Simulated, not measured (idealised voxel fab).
Process module under the name voxel wiring stack
For reference, the cross-section in this document is cut, with width 245 nm and square cells of 5 nm.
A cross-section is written here as square cells arranged in a grid, and it is given in bands from the top down, each band taking up one or more rows of cells.
Band: top and bottom heights (nm) first, top before bottom; then materials from left to right, widths in nm. "throughout" marks a sole material filling the band edge to edge. "blank" denotes empty space.
Ref level 0: as-received wafer is one material below here. Bottom band extends down with no lower bound ("0 nm and below").
The notation "30->40" denotes a width that varies across the rows of cells in the band, beginning at the first number in the top row, finishing at the second number in the bottom row, and changing by an identical amount from each row to the next.
Where the words "no modification" appear for a step, the cross-section shows no cell changed by that step; every cell remained as before.
Sealed internal voids: empty space of 8 cells or more with no open way to the top, each as width x height at its distance from the left edge, in nm
Formally, on a step line, whatever follows the settings is a remark that the simulator itself makes on the step.
overlay nm, on a step with a mask: how far to the right of its planned place the mask lay; to the left if negative
# Steps in the process plan
| 1 | RECEIVE, material Si |
| 2 | CONFORMAL_DEP, material SiO2, thk nm 10 |
| 3 | CONFORMAL_DEP, material SiCN, thk nm 5 |
| 4 | DIRECTIONAL_DEP, material SiO2, thk nm 20 |
| 5 | MASKED_ETCH, tone open, mask id METAL_1, width nm 30, pitch nm 60, etch materials SiO2, depth nm 20, overlay nm 0 |
| 6 | MASKED_ETCH, tone open, mask id METAL_1, width nm 30, pitch nm 60, etch materials SiCN, depth nm 5, overlay nm 0 |
| 7 | CONFORMAL_DEP, material TiN, thk nm 5 |
| 8 | FILL_DEP, material W, thk nm 10 |
| 9 | CMP, height nm 35 |
| 10 | CONFORMAL_DEP, material SiCN, thk nm 5 |
| 11 | DIRECTIONAL_DEP, material lowk, thk nm 20 |
| 12 | PATTERN, tone open, mask id PLUG_1, material resist, width nm 15, pitch nm 60, thk nm 15, overlay nm 0 |
| 13 | DIRECTIONAL_ETCH, etch materials lowk, depth nm 20 |
| 14 | DIRECTIONAL_ETCH, etch materials SiCN, depth nm 5 |
| 15 | STRIP, etch materials resist |
| 16 | EPI, material Ru, thk nm 10 |
| 17 | EPI, material Ru, thk nm 10 |
| 18 | EPI, material Ru, thk nm 5 |
| 19 | DIRECTIONAL_DEP, material TiN, thk nm 5 |
| 20 | DIRECTIONAL_DEP, material Ru, thk nm 25 |
| 21 | PATTERN, tone cover, mask id METAL_2, material resist, width nm 30, pitch nm 60, thk nm 15, overlay nm 0 |
| 22 | DIRECTIONAL_ETCH, etch materials Ru, depth nm 25 |
| 23 | DIRECTIONAL_ETCH, etch materials TiN, depth nm 5 |
| 24 | STRIP, etch materials resist |
| 25 | FILL_DEP, material lowk, thk nm 10 |
| 26 | CMP, height nm 90 |
| 27 | CONFORMAL_DEP, material SiCN, thk nm 5 |
| 28 | DIRECTIONAL_DEP, material SiO2, thk nm 30 |
| 29 | PATTERN, tone open, mask id METAL_3, material resist, width nm 30, pitch nm 60, thk nm 20, overlay nm 0 |
| 30 | DIRECTIONAL_ETCH, etch materials SiO2, depth nm 20 |
| 31 | STRIP, etch materials resist |
| 32 | PATTERN, tone open, mask id METAL_3_HOLES, material resist, width nm 15, pitch nm 60, thk nm 15, overlay nm 0 |
| 33 | DIRECTIONAL_ETCH, etch materials SiO2, depth nm 10 |
| 34 | DIRECTIONAL_ETCH, etch materials SiCN, depth nm 5 |
| 35 | STRIP, etch materials resist |
| 36 | CONFORMAL_DEP, material TiN, thk nm 5 |
| 37 | FILL_DEP, material Ru, thk nm 5 |
| 38 | CMP, height nm 125 |
| 39 | CONFORMAL_DEP, material SiCN, thk nm 5 |
# Cross-sectional view of the wafer in its as-received condition, corresponding to the state after step 1
> 0 nm and below  Si throughout
> Sealed internal voids: none
# First of two wafers, end-of-module section, run followed plan
> 130 nm to 125 nm  SiCN throughout
> 125 nm to 110 nm  SiO2: 45 | TiN: 5 | Ru: 20 | TiN: 5 | SiO2: 30 | TiN: 5 | Ru: 20 | TiN: 5 | SiO2: 30 | TiN: 5 | Ru: 20 | TiN: 5 | SiO2: 50
> 110 nm to 105 nm  SiO2: 45 | TiN: 5 | Ru: 5 | TiN: 20 | SiO2: 30 | TiN: 5 | Ru: 5 | TiN: 20 | SiO2: 30 | TiN: 5 | Ru: 5 | TiN: 20 | SiO2: 50
> 105 nm to 95 nm  SiO2: 45 | TiN: 5 | Ru: 5 | TiN: 5 | SiO2: 45 | TiN: 5 | Ru: 5 | TiN: 5 | SiO2: 45 | TiN: 5 | Ru: 5 | TiN: 5 | SiO2: 65
> 95 nm to 90 nm  SiCN: 45 | TiN: 15 | SiCN: 45 | TiN: 15 | SiCN: 45 | TiN: 15 | SiCN: 65
> 90 nm to 65 nm  lowk: 45 | Ru: 30 | lowk: 30 | Ru: 30 | lowk: 30 | Ru: 30 | lowk: 50
> 65 nm to 60 nm  lowk: 45 | TiN: 30 | lowk: 30 | TiN: 30 | lowk: 30 | TiN: 30 | lowk: 50
> 60 nm to 40 nm  lowk: 45 | Ru: 15 | lowk: 45 | Ru: 15 | lowk: 45 | Ru: 15 | lowk: 65
> 40 nm to 35 nm  SiCN: 45 | Ru: 15 | SiCN: 45 | Ru: 15 | SiCN: 45 | Ru: 15 | SiCN: 65
> 35 nm to 15 nm  SiO2: 45 | TiN: 5 | W: 20 | TiN: 5 | SiO2: 30 | TiN: 5 | W: 20 | TiN: 5 | SiO2: 30 | TiN: 5 | W: 20 | TiN: 5 | SiO2: 50
> 15 nm to 10 nm  SiCN: 45 | TiN: 30 | SiCN: 30 | TiN: 30 | SiCN: 30 | TiN: 30 | SiCN: 50
> 10 nm to 0 nm  SiO2 throughout
> 0 nm and below  Si throughout
> Sealed internal voids: none
# Here's the second of our two wafers sectioned at module end. Same start as the first, same plan, but one mistake got made running it
> 130 nm to 125 nm  SiCN throughout
> 125 nm to 110 nm  SiO2: 45 | TiN: 5 | Ru: 20 | TiN: 5 | SiO2: 30 | TiN: 5 | Ru: 20 | TiN: 5 | SiO2: 30 | TiN: 5 | Ru: 20 | TiN: 5 | SiO2: 50
> 110 nm to 105 nm  SiO2: 45 | TiN: 5 | Ru: 5 | TiN: 20 | SiO2: 30 | TiN: 5 | Ru: 5 | TiN: 20 | SiO2: 30 | TiN: 5 | Ru: 5 | TiN: 20 | SiO2: 50
> 105 nm to 95 nm  SiO2: 45 | TiN: 5 | Ru: 5 | TiN: 5 | SiO2: 45 | TiN: 5 | Ru: 5 | TiN: 5 | SiO2: 45 | TiN: 5 | Ru: 5 | TiN: 5 | SiO2: 65
> 95 nm to 90 nm  SiCN: 45 | TiN: 15 | SiCN: 45 | TiN: 15 | SiCN: 45 | TiN: 15 | SiCN: 65
> 90 nm to 75 nm  lowk: 45 | Ru: 30 | lowk: 30 | Ru: 30 | lowk: 30 | Ru: 30 | lowk: 50
> 75 nm to 70 nm  lowk: 45 | TiN: 25 | Ru: 5 | lowk: 30 | TiN: 25 | Ru: 5 | lowk: 30 | TiN: 25 | Ru: 5 | lowk: 50
> 70 nm to 65 nm  lowk: 35 | Ru: 40 | lowk: 20 | Ru: 40 | lowk: 20 | Ru: 40 | lowk: 50
> 65 nm to 60 nm  lowk: 35 | Ru: 35 | TiN: 5 | lowk: 20 | Ru: 35 | TiN: 5 | lowk: 20 | Ru: 35 | TiN: 5 | lowk: 50
> 60 nm to 40 nm  lowk: 45 | Ru: 15 | lowk: 45 | Ru: 15 | lowk: 45 | Ru: 15 | lowk: 65
> 40 nm to 35 nm  SiCN: 45 | Ru: 15 | SiCN: 45 | Ru: 15 | SiCN: 45 | Ru: 15 | SiCN: 65
> 35 nm to 15 nm  SiO2: 45 | TiN: 5 | W: 20 | TiN: 5 | SiO2: 30 | TiN: 5 | W: 20 | TiN: 5 | SiO2: 30 | TiN: 5 | W: 20 | TiN: 5 | SiO2: 50
> 15 nm to 10 nm  SiCN: 45 | TiN: 30 | SiCN: 30 | TiN: 30 | SiCN: 30 | TiN: 30 | SiCN: 50
> 10 nm to 0 nm  SiO2 throughout
> 0 nm and below  Si throughout
> Sealed internal voids: none
Nonconformance to the process plan: ran twice: one of 16 and 17, identical steps, cannot tell which
Materials where the second wafer ends with more or fewer cells than the first: Ru: 12 more, lowk: 12 fewer
